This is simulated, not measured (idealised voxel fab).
The following is a process module called voxel capacitor over wiring.
The cross-section on display is named cut; it measures 245 nm wide, and its cells are 5 nm squares.
A cross-section in this document is a grid of square cells, and it is written down as bands, the top band listed before the ones below it; a band is made up of one or more rows of cells.
Each band's line starts with the height of the band's top and of its bottom, in nm. Then come its materials from left to right, each with its width in nm. One material with "throughout" fills the band from edge to edge. "empty" is empty space.
Heads up on the height convention: 0 is the point under which the incoming wafer is all one material, and the lowest band has no bottom, it just keeps going down, like "0 and below".
You'd read "30..40" like this: the band's top row of cells is as wide as the first number, its bottom row is as wide as the second, and going down, every row changes width by the same amount as the row before did.
"no modification" (step): cross-section cells unchanged, all of them.
"Unvented voids" lists enclosed empty spaces (at least 8 cells, no open path upward to the top), each as width x height at distance from the left edge, in nm.
Post-settings text on a step line: simulator's own remark regarding the step.
Each step line may optionally specify "overlay nm", which for a step with a mask gives the rightward distance between the mask's planned place and where it lay, a negative value indicating the leftward direction.

**Intended process steps**
1: RECEIVE,material Si
2: CONFORMAL_DEP,material SiO2,thk nm 15
3: CONFORMAL_DEP,material SiN,thk nm 5
4: DIRECTIONAL_DEP,material lowk,thk nm 25
5: PATTERN,tone open,mask id METAL_1,material resist,width nm 20,pitch nm 75,thk nm 20,overlay nm 0
6: DIRECTIONAL_ETCH,etch materials lowk,depth nm 25
7: DIRECTIONAL_ETCH,etch materials SiN,depth nm 5
8: STRIP,etch materials resist
9: CONFORMAL_DEP,material TiN,thk nm 5
10: FILL_DEP,material Cu,thk nm 5
11: CMP,height nm 45
12: CONFORMAL_DEP,material SiCN,thk nm 5
13: DIRECTIONAL_DEP,material lowk,thk nm 10
14: PATTERN,tone open,mask id PLUG_1,material resist,width nm 15,thk nm 20,overlay nm 0
15: DIRECTIONAL_ETCH,etch materials lowk,depth nm 10
16: DIRECTIONAL_ETCH,etch materials SiCN,depth nm 5
17: STRIP,etch materials resist
18: CONFORMAL_DEP,material TiN,thk nm 5
19: FILL_DEP,material Cu,thk nm 5
20: CMP,height nm 60
21: DIRECTIONAL_DEP,material TiN,thk nm 10
22: DIRECTIONAL_DEP,material HfO2,thk nm 5
23: DIRECTIONAL_DEP,material TiN,thk nm 10
24: MASKED_ETCH,tone cover,mask id UPPER_PLATE,width nm 60,etch materials TiN,depth nm 10,overlay nm 0
25: MASKED_ETCH,tone cover,mask id UPPER_PLATE,width nm 60,etch materials HfO2,depth nm 5,overlay nm 0
26: MASKED_ETCH,tone cover,mask id LOWER_PLATE,width nm 70,etch materials TiN,depth nm 10,overlay nm 0
27: FILL_DEP,material SiO2,thk nm 15
28: CMP,height nm 85
29: MASKED_ETCH,tone open,mask id PLUG_2,width nm 15,etch materials SiO2,depth nm 10,overlay nm 0
30: CONFORMAL_DEP,material TiN,thk nm 5
31: FILL_DEP,material Cu,thk nm 10
32: CMP,height nm 95
33: CONFORMAL_DEP,material SiCN,thk nm 5
Every wafer here starts from the same state; it is the step 28 height nm that distinguishes them, and the value the plan gives belongs to the first wafer.

**The first of several wafers as received, shown in cross-section; this is its state after step 1**
- 0 and below: Si throughout
- Unvented voids: none

**Every row in this table is a wafer at the end of the module, and it gives, for each of the materials, the cells that wafer has gained (+) or lost (-) since it was received, then its closed voids**
height nm 85; +71 Cu; +12 HfO2; +95 SiCN; +41 SiN; +328 SiO2; +136 TiN; +297 lowk; Unvented voids: none
height nm 90; +23 Cu; +12 HfO2; +95 SiCN; +41 SiN; +374 SiO2; +138 TiN; +297 lowk; Unvented voids: none
height nm 95; +23 Cu; +12 HfO2; +95 SiCN; +41 SiN; +420 SiO2; +92 TiN; +297 lowk; Unvented voids: none
height nm 100; +22 Cu; +12 HfO2; +95 SiCN; +41 SiN; +423 SiO2; +90 TiN; +297 lowk; Unvented voids: none
